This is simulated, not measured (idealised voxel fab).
voxel capacitor over wiring: a process module
The cross-section on display is named cut; it measures 185 nm wide, and its cells are 5 nm squares.
Cross-section layout: square cells on a grid; listed as bands, top to bottom; a band spans one or more cell rows. For a band, the entry starts with two heights in nm, that of the top and then that of the bottom, and carries on with the band's materials in order from left to right, each alongside its width in nm; the word "throughout" beside a single material means it fills the band edge to edge, and "blank" means empty space. Heights from 0 (as-received wafer is one material below). Bottom band endless downward, as "0 -> down". Think of "30 to 40" as a width that walks from the first number to the second as you go down the band, top row to bottom row, taking equal-sized steps from row to row. You'll sometimes find "remained unchanged" written for a step, and that's the way of saying that nowhere in the cross-section did a cell change during that step. "Sealed void inventory" - sealed voids, min. 8 cells, no opening to top; format: width x height at distance (distance from left edge; nm throughout). Heads up: the bit after the settings on a step's line is the simulator's remark on that step. "overlay nm" denotes, for a step that has a mask, the displacement of the mask to the right of its planned place, with negative values corresponding to the left.

Process steps foreseen in the plan:
1,RECEIVE with material Si
2,CONFORMAL_DEP with material SiO2, thk nm 10
3,DIRECTIONAL_DEP with material TiN, thk nm 5
4,DIRECTIONAL_DEP with material Ru, thk nm 15
5,PATTERN with tone cover, mask id METAL_1, material resist, width nm 20, pitch nm 80, thk nm 15, overlay nm 0
6,DIRECTIONAL_ETCH with etch materials Ru, depth nm 15
7,DIRECTIONAL_ETCH with etch materials TiN, depth nm 5
8,STRIP with etch materials resist
9,FILL_DEP with material lowk, thk nm 10
10,CMP with height nm 30
11,CONFORMAL_DEP with material SiCN, thk nm 5
12,DIRECTIONAL_DEP with material SiO2, thk nm 10
13,DIRECTIONAL_DEP with material aC, thk nm 10
14,PATTERN with tone open, mask id PLUG_1, material resist, width nm 15, thk nm 30, overlay nm 0
15,DIRECTIONAL_ETCH with etch materials aC, depth nm 10
16,STRIP with etch materials resist
17,DIRECTIONAL_ETCH with etch materials SiO2, depth nm 10
18,DIRECTIONAL_ETCH with etch materials SiCN, depth nm 5
19,STRIP with etch materials aC
20,EPI with material Ru, thk nm 10
21,EPI with material Ru, thk nm 5
22,DIRECTIONAL_DEP with material TiN, thk nm 5
23,DIRECTIONAL_DEP with material SiN, thk nm 5
24,DIRECTIONAL_DEP with material TiN, thk nm 10
25,DIRECTIONAL_DEP with material aC, thk nm 15
26,PATTERN with tone cover, mask id UPPER_PLATE, material resist, width nm 65, thk nm 30, overlay nm 0
27,DIRECTIONAL_ETCH with etch materials aC, depth nm 15
28,STRIP with etch materials resist
29,DIRECTIONAL_ETCH with etch materials TiN, depth nm 10
30,DIRECTIONAL_ETCH with etch materials SiN, depth nm 5
31,STRIP with etch materials aC
32,PATTERN with tone cover, mask id LOWER_PLATE, material resist, width nm 75, thk nm 15, overlay nm 0
33,DIRECTIONAL_ETCH with etch materials TiN, depth nm 5
34,STRIP with etch materials resist
35,FILL_DEP with material SiO2, thk nm 20
36,CMP with height nm 80
37,PATTERN with tone open, mask id PLUG_2, material resist, width nm 15, thk nm 15, overlay nm 0
38,DIRECTIONAL_ETCH with etch materials SiO2, depth nm 15
39,STRIP with etch materials resist
40,CONFORMAL_DEP with material TiN, thk nm 5
41,FILL_DEP with material W, thk nm 5
42,CMP with height nm 80
43,CONFORMAL_DEP with material SiN, thk nm 5

First of the two wafers, run per plan:

Cross-section, incoming material, after step 1:
    0 -> down | Si throughout
    Sealed void inventory: none

Take a look at the wafer's cross-section after step 2:
    10 -> 0 | SiO2 throughout
    Unchanged below 0.

Take a look at the wafer's cross-section after step 3:
    15 -> 10 | TiN throughout
    Unchanged below 10.

Take a look at the wafer's cross-section after step 4:
    30 -> 15 | Ru throughout
    Unchanged below 15.

Take a look at the wafer's cross-section after step 5:
    45 -> 30 | blank 40 nm / resist 20 nm / blank 60 nm / resist 20 nm / blank 45 nm
    Unchanged below 30.

Take a look at the wafer's cross-section after step 6:
    45 -> 30 | blank 40 nm / resist 20 nm / blank 60 nm / resist 20 nm / blank 45 nm
    30 -> 15 | blank 40 nm / Ru 20 nm / blank 60 nm / Ru 20 nm / blank 45 nm
    Unchanged below 15.

Take a look at the wafer's cross-section after step 7:
    45 -> 30 | blank 40 nm / resist 20 nm / blank 60 nm / resist 20 nm / blank 45 nm
    30 -> 15 | blank 40 nm / Ru 20 nm / blank 60 nm / Ru 20 nm / blank 45 nm
    15 -> 10 | blank 40 nm / TiN 20 nm / blank 60 nm / TiN 20 nm / blank 45 nm
    Unchanged below 10.

Take a look at the wafer's cross-section after step 8:
    30 -> 15 | blank 40 nm / Ru 20 nm / blank 60 nm / Ru 20 nm / blank 45 nm
    Unchanged below 15.

Take a look at the wafer's cross-section after step 9:
    40 -> 30 | lowk throughout
    30 -> 15 | lowk 40 nm / Ru 20 nm / lowk 60 nm / Ru 20 nm / lowk 45 nm
    15 -> 10 | lowk 40 nm / TiN 20 nm / lowk 60 nm / TiN 20 nm / lowk 45 nm
    Unchanged below 10.

Take a look at the wafer's cross-section after step 10:
    30 -> 15 | lowk 40 nm / Ru 20 nm / lowk 60 nm / Ru 20 nm / lowk 45 nm
    Unchanged below 15.

Take a look at the wafer's cross-section after step 11:
    35 -> 30 | SiCN throughout
    Unchanged below 30.

Take a look at the wafer's cross-section after step 12:
    45 -> 35 | SiO2 throughout
    Unchanged below 35.

Take a look at the wafer's cross-section after step 13:
    55 -> 45 | aC throughout
    Unchanged below 45.

Take a look at the wafer's cross-section after step 14:
    85 -> 55 | resist 45 nm / blank 15 nm / resist 125 nm
    Unchanged below 55.

Take a look at the wafer's cross-section after step 15:
    75 -> 55 | resist 45 nm / blank 15 nm / resist 125 nm
    55 -> 45 | aC 45 nm / blank 15 nm / aC 125 nm
    Unchanged below 45.

Take a look at the wafer's cross-section after step 16:
    55 -> 45 | aC 45 nm / blank 15 nm / aC 125 nm
    Unchanged below 45.

Take a look at the wafer's cross-section after step 17:
    55 -> 45 | aC 45 nm / blank 15 nm / aC 125 nm
    45 -> 35 | SiO2 45 nm / blank 15 nm / SiO2 125 nm
    Unchanged below 35.

Take a look at the wafer's cross-section after step 18:
    55 -> 45 | aC 45 nm / blank 15 nm / aC 125 nm
    45 -> 35 | SiO2 45 nm / blank 15 nm / SiO2 125 nm
    35 -> 30 | SiCN 45 nm / blank 15 nm / SiCN 125 nm
    Unchanged below 30.

Take a look at the wafer's cross-section after step 19:
    45 -> 35 | SiO2 45 nm / blank 15 nm / SiO2 125 nm
    Unchanged below 35.

Take a look at the wafer's cross-section after step 20:
    45 -> 40 | SiO2 45 nm / blank 15 nm / SiO2 125 nm
    40 -> 35 | SiO2 45 nm / Ru 15 nm / SiO2 125 nm
    35 -> 30 | SiCN 45 nm / Ru 15 nm / SiCN 125 nm
    Unchanged below 30.

Take a look at the wafer's cross-section after step 21:
    45 -> 35 | SiO2 45 nm / Ru 15 nm / SiO2 125 nm
    Unchanged below 35.

Take a look at the wafer's cross-section after step 22:
    50 -> 45 | TiN throughout
    Unchanged below 45.

Take a look at the wafer's cross-section after step 23:
    55 -> 50 | SiN throughout
    Unchanged below 50.

Take a look at the wafer's cross-section after step 24:
    65 -> 55 | TiN throughout
    Unchanged below 55.

Take a look at the wafer's cross-section after step 25:
    80 -> 65 | aC throughout
    Unchanged below 65.

Take a look at the wafer's cross-section after step 26:
    110 -> 80 | blank 45 nm / resist 65 nm / blank 75 nm
    Unchanged below 80.

Take a look at the wafer's cross-section after step 27:
    95 -> 80 | blank 45 nm / resist 65 nm / blank 75 nm
    80 -> 65 | blank 45 nm / aC 65 nm / blank 75 nm
    Unchanged below 65.

Take a look at the wafer's cross-section after step 28:
    80 -> 65 | blank 45 nm / aC 65 nm / blank 75 nm
    Unchanged below 65.

Take a look at the wafer's cross-section after step 29:
    80 -> 65 | blank 45 nm / aC 65 nm / blank 75 nm
    65 -> 55 | blank 45 nm / TiN 65 nm / blank 75 nm
    Unchanged below 55.

Take a look at the wafer's cross-section after step 30:
    80 -> 65 | blank 45 nm / aC 65 nm / blank 75 nm
    65 -> 55 | blank 45 nm / TiN 65 nm / blank 75 nm
    55 -> 50 | blank 45 nm / SiN 65 nm / blank 75 nm
    Unchanged below 50.

Take a look at the wafer's cross-section after step 31:
    65 -> 55 | blank 45 nm / TiN 65 nm / blank 75 nm
    Unchanged below 55.

Take a look at the wafer's cross-section after step 32:
    80 -> 65 | blank 40 nm / resist 75 nm / blank 70 nm
    65 -> 55 | blank 40 nm / resist 5 nm / TiN 65 nm / resist 5 nm / blank 70 nm
    55 -> 50 | blank 40 nm / resist 5 nm / SiN 65 nm / resist 5 nm / blank 70 nm
    Unchanged below 50.

Take a look at the wafer's cross-section after step 33:
    80 -> 65 | blank 40 nm / resist 75 nm / blank 70 nm
    65 -> 55 | blank 40 nm / resist 5 nm / TiN 65 nm / resist 5 nm / blank 70 nm
    55 -> 50 | blank 40 nm / resist 5 nm / SiN 65 nm / resist 5 nm / blank 70 nm
    50 -> 45 | blank 40 nm / TiN 75 nm / blank 70 nm
    Unchanged below 45.

Take a look at the wafer's cross-section after step 34:
    65 -> 55 | blank 45 nm / TiN 65 nm / blank 75 nm
    55 -> 50 | blank 45 nm / SiN 65 nm / blank 75 nm
    Unchanged below 50.

Take a look at the wafer's cross-section after step 35:
    85 -> 65 | SiO2 throughout
    65 -> 55 | SiO2 45 nm / TiN 65 nm / SiO2 75 nm
    55 -> 50 | SiO2 45 nm / SiN 65 nm / SiO2 75 nm
    50 -> 45 | SiO2 40 nm / TiN 75 nm / SiO2 70 nm
    Unchanged below 45.

Take a look at the wafer's cross-section after step 36:
    80 -> 65 | SiO2 throughout
    Unchanged below 65.

Take a look at the wafer's cross-section after step 37:
    95 -> 80 | resist 55 nm / blank 15 nm / resist 115 nm
    Unchanged below 80.

Take a look at the wafer's cross-section after step 38:
    95 -> 80 | resist 55 nm / blank 15 nm / resist 115 nm
    80 -> 65 | SiO2 55 nm / blank 15 nm / SiO2 115 nm
    Unchanged below 65.

Take a look at the wafer's cross-section after step 39:
    80 -> 65 | SiO2 55 nm / blank 15 nm / SiO2 115 nm
    Unchanged below 65.

Take a look at the wafer's cross-section after step 40:
    85 -> 80 | TiN 60 nm / blank 5 nm / TiN 120 nm
    80 -> 70 | SiO2 55 nm / TiN 5 nm / blank 5 nm / TiN 5 nm / SiO2 115 nm
    70 -> 65 | SiO2 55 nm / TiN 15 nm / SiO2 115 nm
    Unchanged below 65.

Take a look at the wafer's cross-section after step 41:
    90 -> 85 | W throughout
    85 -> 80 | TiN 60 nm / W 5 nm / TiN 120 nm
    80 -> 70 | SiO2 55 nm / TiN 5 nm / W 5 nm / TiN 5 nm / SiO2 115 nm
    Unchanged below 70.

Take a look at the wafer's cross-section after step 42:
    80 -> 70 | SiO2 55 nm / TiN 5 nm / W 5 nm / TiN 5 nm / SiO2 115 nm
    Unchanged below 70.

Take a look at the wafer's cross-section after step 43:
    85 -> 80 | SiN throughout
    Unchanged below 80.

second wafer: like start, like plan, one mistake. Through step 12 it matches the first wafer:

Cross-section of the second wafer when, according to plan, step 13 should have finished:
    55 -> 45 | TiN throughout
    Unchanged below 45.

Cross-section of the second wafer when, according to plan, step 14 should have finished:
    85 -> 55 | resist 45 nm / blank 15 nm / resist 125 nm
    Unchanged below 55.

Cross-section of the second wafer when, according to plan, step 15 should have finished:
    75 -> 55 | resist 45 nm / blank 15 nm / resist 125 nm
    Unchanged below 55.

Cross-section of the second wafer when, according to plan, step 16 should have finished:
    55 -> 45 | TiN throughout
    Unchanged below 45.

Cross-section of the second wafer when, according to plan, step 17 should have finished: remained unchanged

Cross-section of the second wafer when, according to plan, step 18 should have finished: remained unchanged

Cross-section of the second wafer when, according to plan, step 19 should have finished: remained unchanged

Cross-section of the second wafer when, according to plan, step 20 should have finished:
    65 -> 55 | Ru throughout
    Unchanged below 55.

Cross-section of the second wafer when, according to plan, step 21 should have finished:
    70 -> 55 | Ru throughout
    Unchanged below 55.

Cross-section of the second wafer when, according to plan, step 22 should have finished:
    75 -> 70 | TiN throughout
    Unchanged below 70.

Cross-section of the second wafer when, according to plan, step 23 should have finished:
    80 -> 75 | SiN throughout
    Unchanged below 75.

Cross-section of the second wafer when, according to plan, step 24 should have finished:
    90 -> 80 | TiN throughout
    Unchanged below 80.

Cross-section of the second wafer when, according to plan, step 25 should have finished:
    105 -> 90 | aC throughout
    Unchanged below 90.

Cross-section of the second wafer when, according to plan, step 26 should have finished:
    135 -> 105 | blank 45 nm / resist 65 nm / blank 75 nm
    Unchanged below 105.

Cross-section of the second wafer when, according to plan, step 27 should have finished:
    120 -> 105 | blank 45 nm / resist 65 nm / blank 75 nm
    105 -> 90 | blank 45 nm / aC 65 nm / blank 75 nm
    Unchanged below 90.

Cross-section of the second wafer when, according to plan, step 28 should have finished:
    105 -> 90 | blank 45 nm / aC 65 nm / blank 75 nm
    Unchanged below 90.

Cross-section of the second wafer when, according to plan, step 29 should have finished:
    105 -> 90 | blank 45 nm / aC 65 nm / blank 75 nm
    90 -> 80 | blank 45 nm / TiN 65 nm / blank 75 nm
    Unchanged below 80.

Cross-section of the second wafer when, according to plan, step 30 should have finished:
    105 -> 90 | blank 45 nm / aC 65 nm / blank 75 nm
    90 -> 80 | blank 45 nm / TiN 65 nm / blank 75 nm
    80 -> 75 | blank 45 nm / SiN 65 nm / blank 75 nm
    Unchanged below 75.

Cross-section of the second wafer when, according to plan, step 31 should have finished:
    90 -> 80 | blank 45 nm / TiN 65 nm / blank 75 nm
    Unchanged below 80.

Cross-section of the second wafer when, according to plan, step 32 should have finished:
    105 -> 90 | blank 40 nm / resist 75 nm / blank 70 nm
    90 -> 80 | blank 40 nm / resist 5 nm / TiN 65 nm / resist 5 nm / blank 70 nm
    80 -> 75 | blank 40 nm / resist 5 nm / SiN 65 nm / resist 5 nm / blank 70 nm
    Unchanged below 75.

Cross-section of the second wafer when, according to plan, step 33 should have finished:
    105 -> 90 | blank 40 nm / resist 75 nm / blank 70 nm
    90 -> 80 | blank 40 nm / resist 5 nm / TiN 65 nm / resist 5 nm / blank 70 nm
    80 -> 75 | blank 40 nm / resist 5 nm / SiN 65 nm / resist 5 nm / blank 70 nm
    75 -> 70 | blank 40 nm / TiN 75 nm / blank 70 nm
    Unchanged below 70.

Cross-section of the second wafer when, according to plan, step 34 should have finished:
    90 -> 80 | blank 45 nm / TiN 65 nm / blank 75 nm
    80 -> 75 | blank 45 nm / SiN 65 nm / blank 75 nm
    Unchanged below 75.

Cross-section of the second wafer when, according to plan, step 35 should have finished:
    110 -> 90 | SiO2 throughout
    90 -> 80 | SiO2 45 nm / TiN 65 nm / SiO2 75 nm
    80 -> 75 | SiO2 45 nm / SiN 65 nm / SiO2 75 nm
    75 -> 70 | SiO2 40 nm / TiN 75 nm / SiO2 70 nm
    Unchanged below 70.

Cross-section of the second wafer when, according to plan, step 36 should have finished:
    80 -> 75 | SiO2 45 nm / SiN 65 nm / SiO2 75 nm
    Unchanged below 75.

Cross-section of the second wafer when, according to plan, step 37 should have finished:
    95 -> 80 | resist 55 nm / blank 15 nm / resist 115 nm
    Unchanged below 80.

Cross-section of the second wafer when, according to plan, step 38 should have finished: remained unchanged

Cross-section of the second wafer when, according to plan, step 39 should have finished:
    80 -> 75 | SiO2 45 nm / SiN 65 nm / SiO2 75 nm
    Unchanged below 75.

Cross-section of the second wafer when, according to plan, step 40 should have finished:
    85 -> 80 | TiN throughout
    Unchanged below 80.

Cross-section of the second wafer when, according to plan, step 41 should have finished:
    90 -> 85 | W throughout
    Unchanged below 85.

Cross-section of the second wafer when, according to plan, step 42 should have finished:
    80 -> 75 | SiO2 45 nm / SiN 65 nm / SiO2 75 nm
    Unchanged below 75.

Cross-section of the second wafer when, according to plan, step 43 should have finished:
    85 -> 80 | SiN throughout
    Unchanged below 80.
Heads up, the wafer didn't run the way we planned it: contrary to plan, step 13 was performed as DIRECTIONAL_DEP with material TiN, thk nm 10
The final cell counts differ between the wafers, with the second having more or fewer of some materials than the first: Ru: 102 more | SiCN: 3 more | SiO2: 144 fewer | TiN: 41 more | W: 2 fewer
